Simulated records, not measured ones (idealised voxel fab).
process module | voxel gate over fins
In the cross-section labelled cut, the width is 230 nm and each square cell is 5 nm.
Cross-section format: a grid of square cells, given as bands from top to bottom; each band is one or more rows of cells. Quick guide to a band line: top height, bottom height (nm) up front; then every material left to right with its width in nm. Only one material and it's marked "throughout"? Then it fills the band edge to edge. And "empty" just means empty space. Where do heights start? At 0: under that level the wafer as delivered is made of one material only. And the lowest band has no floor; it just carries on downward, as in "top 0, no bottom". You'd read "30->40" like this: the band's top row of cells is as wide as the first number, its bottom row is as wide as the second, and going down, every row changes width by the same amount as the row before did. Step marked "nothing changed"? Then no cell in the cross-section changed in it. The entry "Listed closed voids" lists the empty spaces that cover at least 8 cells and have no open path to the top. Each is written as width x height at distance, where the distance is measured from the left edge and all three values are in nm. Post-settings text on a step line: simulator's own remark regarding the step. A step line may carry the setting "overlay nm", which, for steps involving a mask, states the distance by which the mask lay to the right of its intended position; negative values denote displacement to the left.

Intended process steps:
1. RECEIVE [material Si]
2. CONFORMAL_DEP [material SiN] [thk nm 10]
3. MASKED_ETCH [tone cover] [mask id FINS] [width nm 15] [pitch nm 50] [etch materials SiN] [depth nm 10] [overlay nm 0]
4. MASKED_ETCH [tone cover] [mask id FINS] [width nm 15] [pitch nm 50] [etch materials Si] [depth nm 35] [overlay nm 0]
5. FILL_DEP [material SiO2] [thk nm 5]
6. CMP [height nm 10]
7. MASKED_ETCH [tone open] [mask id RAIL] [width nm 15] [etch materials SiO2] [depth nm 40] [overlay nm 0]
8. CONFORMAL_DEP [material TiN] [thk nm 5]
9. FILL_DEP [material Ru] [thk nm 10]
10. CMP [height nm 10]
11. SELECTIVE_ETCH [etch materials W Ru TiN] [depth nm 35]
12. FILL_DEP [material SiO2] [thk nm 5]
13. CMP [height nm 10]
14. SELECTIVE_ETCH [etch materials SiO2] [depth nm 25]
15. STRIP [etch materials SiN]
16. CONFORMAL_DEP [material HfO2] [thk nm 5]
17. CONFORMAL_DEP [material TiN] [thk nm 5]
18. CONFORMAL_DEP [material TiAl] [thk nm 5]
19. CONFORMAL_DEP [material TiN] [thk nm 5]
20. FILL_DEP [material W] [thk nm 10]
21. CMP [height nm 25]
22. CONFORMAL_DEP [material SiCN] [thk nm 5]

Wafer at receipt (post step 1), cross-section:
top 0, no bottom | Si throughout
Listed closed voids: none

First of two wafers: cross-section at end of module, run per plan:
top 30, bottom 25 | SiCN throughout
top 25, bottom 20 | W throughout
top 20, bottom 15 | W=60, then TiN=105, then W=65
top 15, bottom 10 | W=60, then TiN=5, then TiAl=45, then TiN=5, then TiAl=45, then TiN=5, then W=65
top 10, bottom 5 | W=60, then TiN=5, then TiAl=5, then TiN=35, then TiAl=5, then TiN=5, then TiAl=5, then TiN=35, then TiAl=5, then TiN=5, then W=65
top 5, bottom 0 | TiN=65, then TiAl=5, then TiN=5, then HfO2=25, then TiN=5, then TiAl=5, then TiN=5, then TiAl=5, then TiN=5, then HfO2=25, then TiN=5, then TiAl=5, then TiN=70
top 0, bottom -5 | TiAl=70, then TiN=5, then HfO2=5, then Si=15, then HfO2=5, then TiN=5, then TiAl=15, then TiN=5, then HfO2=5, then Si=15, then HfO2=5, then TiN=5, then TiAl=75
top -5, bottom -10 | TiN=75, then HfO2=5, then Si=15, then HfO2=5, then TiN=25, then HfO2=5, then Si=15, then HfO2=5, then TiN=80
top -10, bottom -15 | HfO2=80, then Si=15, then HfO2=35, then Si=15, then HfO2=85
top -15, bottom -25 | SiO2=80, then Si=15, then SiO2=35, then Si=15, then SiO2=85
top -25, bottom -30 | SiO2=80, then Si=15, then SiO2=10, then TiN=15, then SiO2=10, then Si=15, then SiO2=85
top -30, bottom -35 | SiO2=80, then Si=15, then SiO2=35, then Si=15, then SiO2=85
top -35, no bottom | Si throughout
Listed closed voids: none

Second wafer cross-section at end of module - shared start and plan with the first, one mistake in the run:
top 30, bottom 25 | SiCN throughout
top 25, bottom 20 | W=85, then TiN=5, then TiAl=45, then TiN=5, then W=90
top 20, bottom 15 | W=60, then TiN=30, then TiAl=5, then TiN=35, then TiAl=5, then TiN=30, then W=65
top 15, bottom 10 | W=60, then TiN=5, then TiAl=30, then TiN=5, then HfO2=25, then TiN=5, then TiAl=30, then TiN=5, then W=65
top 10, bottom 5 | W=60, then TiN=5, then TiAl=5, then TiN=30, then HfO2=5, then TiN=15, then HfO2=5, then TiN=30, then TiAl=5, then TiN=5, then W=65
top 5, bottom 0 | TiN=65, then TiAl=5, then TiN=5, then HfO2=30, then TiN=15, then HfO2=30, then TiN=5, then TiAl=5, then TiN=70
top 0, bottom -5 | TiAl=70, then TiN=5, then HfO2=5, then Si=15, then HfO2=10, then TiN=15, then HfO2=10, then Si=15, then HfO2=5, then TiN=5, then TiAl=75
top -5, bottom -10 | TiN=75, then HfO2=5, then Si=15, then HfO2=10, then TiN=15, then HfO2=10, then Si=15, then HfO2=5, then TiN=80
top -10, bottom -15 | HfO2=80, then Si=15, then HfO2=10, then TiN=15, then HfO2=10, then Si=15, then HfO2=85
top -15, bottom -30 | SiO2=80, then Si=15, then SiO2=10, then TiN=15, then SiO2=10, then Si=15, then SiO2=85
top -30, bottom -35 | SiO2=80, then Si=15, then SiO2=35, then Si=15, then SiO2=85
top -35, no bottom | Si throughout
Listed closed voids: none
Heads up, the wafer didn't run the way we planned it: step 12: run off-plan, actual operation and settings FILL_DEP [material TiN] [thk nm 5]
Wafer comparison, final, in cells, second relative to first, materials more or fewer: 10 more of HfO2 | 6 fewer of SiO2 | 2 fewer of TiAl | 9 more of TiN | 11 fewer of W
